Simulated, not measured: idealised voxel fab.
Process module, titled voxel wiring stack
Shown is cross-section cut, with a width of 190 nm and square cells of size 5 nm.
Heads up, the way a cross-section reads in here is a grid of square cells, handed over as bands from the top down, with every band being one or more rows of cells. Look at the band entry: it leads with the top's height and the bottom's height in nm. Then it lists the materials left to right, with a width in nm for each. The word "throughout" on a single material says that material fills the band edge to edge. The word "blank" is empty space. Ref level 0: as-received wafer is one material below here. Bottom band extends down with no lower bound ("from 0 down"). The width entry "30 to 40" should be interpreted row by row: the top row of cells in the band takes the first number, the bottom row takes the second number, and the change between adjacent rows is uniform throughout. "nothing changed", as given for a step, is the statement that not any cell of the cross-section underwent a change during that step. The entry titled "Entrapped void list" provides the empty spaces that have no open way to the top, restricted to those of 8 cells or more. Each is presented as width x height at distance, the distance being measured from the left edge, with all three in nm. Whatever follows a step's settings on its line is a remark the simulator itself makes about that step. Each step line may optionally specify "overlay nm", which for a step with a mask gives the rightward distance between the mask's planned place and where it lay, a negative value indicating the leftward direction.

**This section lists the process steps that were planned**
- 1: op RECEIVE | material Si
- 2: op CONFORMAL_DEP | material SiO2 | thk nm 15
- 3: op CONFORMAL_DEP | material SiN | thk nm 5
- 4: op DIRECTIONAL_DEP | material lowk | thk nm 25
- 5: op PATTERN | tone open | mask id METAL_1 | material resist | width nm 20 | pitch nm 40 | thk nm 15 | overlay nm 0
- 6: op DIRECTIONAL_ETCH | etch materials lowk | depth nm 25
- 7: op DIRECTIONAL_ETCH | etch materials SiN | depth nm 5
- 8: op STRIP | etch materials resist
- 9: op CONFORMAL_DEP | material TiN | thk nm 5
- 10: op FILL_DEP | material W | thk nm 10
- 11: op CMP | height nm 45
- 12: op EPI | material Ru | thk nm 5
- 13: op FILL_DEP | material SiCN | thk nm 5
- 14: op DIRECTIONAL_DEP | material lowk | thk nm 30
- 15: op DIRECTIONAL_DEP | material aC | thk nm 10
- 16: op PATTERN | tone open | mask id METAL_2 | material resist | width nm 20 | pitch nm 40 | thk nm 25 | overlay nm 0
- 17: op DIRECTIONAL_ETCH | etch materials aC | depth nm 10
- 18: op STRIP | etch materials resist
- 19: op DIRECTIONAL_ETCH | etch materials lowk | depth nm 20
- 20: op STRIP | etch materials aC
- 21: op PATTERN | tone open | mask id METAL_2_HOLES | material resist | width nm 15 | pitch nm 40 | thk nm 20 | overlay nm 0
- 22: op DIRECTIONAL_ETCH | etch materials lowk | depth nm 10
- 23: op DIRECTIONAL_ETCH | etch materials SiCN | depth nm 5
- 24: op STRIP | etch materials resist
- 25: op CONFORMAL_DEP | material TiN | thk nm 5
- 26: op FILL_DEP | material Ru | thk nm 5
- 27: op CMP | height nm 85
- 28: op CONFORMAL_DEP | material SiCN | thk nm 5
- 29: op DIRECTIONAL_DEP | material lowk | thk nm 15
- 30: op DIRECTIONAL_DEP | material aC | thk nm 15
- 31: op PATTERN | tone open | mask id PLUG_2 | material resist | width nm 15 | thk nm 30 | overlay nm 0
- 32: op DIRECTIONAL_ETCH | etch materials aC | depth nm 15
- 33: op STRIP | etch materials resist
- 34: op DIRECTIONAL_ETCH | etch materials lowk | depth nm 15
- 35: op DIRECTIONAL_ETCH | etch materials SiCN | depth nm 5
- 36: op STRIP | etch materials aC
- 37: op CONFORMAL_DEP | material TiN | thk nm 5
- 38: op FILL_DEP | material Cu | thk nm 5
- 39: op CMP | height nm 105
- 40: op CONFORMAL_DEP | material SiCN | thk nm 5
- 41: op DIRECTIONAL_DEP | material SiO2 | thk nm 15
- 42: op PATTERN | tone open | mask id METAL_3 | material resist | width nm 20 | pitch nm 40 | thk nm 20 | overlay nm 0
- 43: op DIRECTIONAL_ETCH | etch materials SiO2 | depth nm 15
- 44: op DIRECTIONAL_ETCH | etch materials SiCN | depth nm 5
- 45: op STRIP | etch materials resist
- 46: op CONFORMAL_DEP | material TiN | thk nm 5
- 47: op FILL_DEP | material Cu | thk nm 10
- 48: op CMP | height nm 125
- 49: op CONFORMAL_DEP | material SiN | thk nm 5

**Cross-section of the wafer as it came to us, i.e., already through step 1**
> from 0 down  Si throughout
> Entrapped void list: none

**First wafer of two, sectioned at end of module; run went per plan**
> from 130 to 125  SiN throughout
> from 125 to 110  65 SiO2  5 TiN  10 Cu  5 TiN  20 SiO2  5 TiN  10 Cu  5 TiN  65 SiO2
> from 110 to 105  65 SiCN  20 TiN  20 SiCN  20 TiN  65 SiCN
> from 105 to 90  65 lowk  5 TiN  5 Cu  5 TiN  110 lowk
> from 90 to 85  65 SiCN  15 TiN  110 SiCN
> from 85 to 70  65 lowk  5 TiN  10 Ru  5 TiN  20 lowk  5 TiN  10 Ru  5 TiN  65 lowk
> from 70 to 65  65 lowk  5 TiN  5 Ru  10 TiN  20 lowk  5 TiN  5 Ru  10 TiN  65 lowk
> from 65 to 55  65 lowk  5 TiN  5 Ru  5 TiN  25 lowk  5 TiN  5 Ru  5 TiN  70 lowk
> from 55 to 50  65 SiCN  15 TiN  25 SiCN  15 TiN  70 SiCN
> from 50 to 45  60 SiCN  30 Ru  10 SiCN  30 Ru  60 SiCN
> from 45 to 20  65 lowk  5 TiN  10 W  5 TiN  20 lowk  5 TiN  10 W  5 TiN  65 lowk
> from 20 to 15  65 SiN  20 TiN  20 SiN  20 TiN  65 SiN
> from 15 to 0  SiO2 throughout
> from 0 down  Si throughout
> Entrapped void list: none

**Now the second wafer, cross-sectioned at the end of the module. Nothing different at the start, nothing different in the plan compared with the first, just one mistake when it was actually run**
> from 130 to 125  SiN throughout
> from 125 to 110  65 SiO2  5 TiN  10 Cu  5 TiN  20 SiO2  5 TiN  10 Cu  5 TiN  65 SiO2
> from 110 to 105  65 SiCN  20 TiN  20 SiCN  20 TiN  65 SiCN
> from 105 to 90  65 lowk  5 TiN  5 Cu  5 TiN  110 lowk
> from 90 to 85  65 SiCN  15 TiN  110 SiCN
> from 85 to 55  SiN throughout
> from 55 to 50  SiCN throughout
> from 50 to 45  60 SiCN  30 Ru  10 SiCN  30 Ru  60 SiCN
> from 45 to 20  65 lowk  5 TiN  10 W  5 TiN  20 lowk  5 TiN  10 W  5 TiN  65 lowk
> from 20 to 15  65 SiN  20 TiN  20 SiN  20 TiN  65 SiN
> from 15 to 0  SiO2 throughout
> from 0 down  Si throughout
> Entrapped void list: none
Which mistake was made when the wafer was run? not per plan at step 14, really ran op DIRECTIONAL_DEP | material SiN | thk nm 30
Once processing is complete, comparing cell counts shows that the second wafer has more or fewer of certain materials than the first: Ru -18, SiCN +6, SiN +228, TiN -32, lowk -184
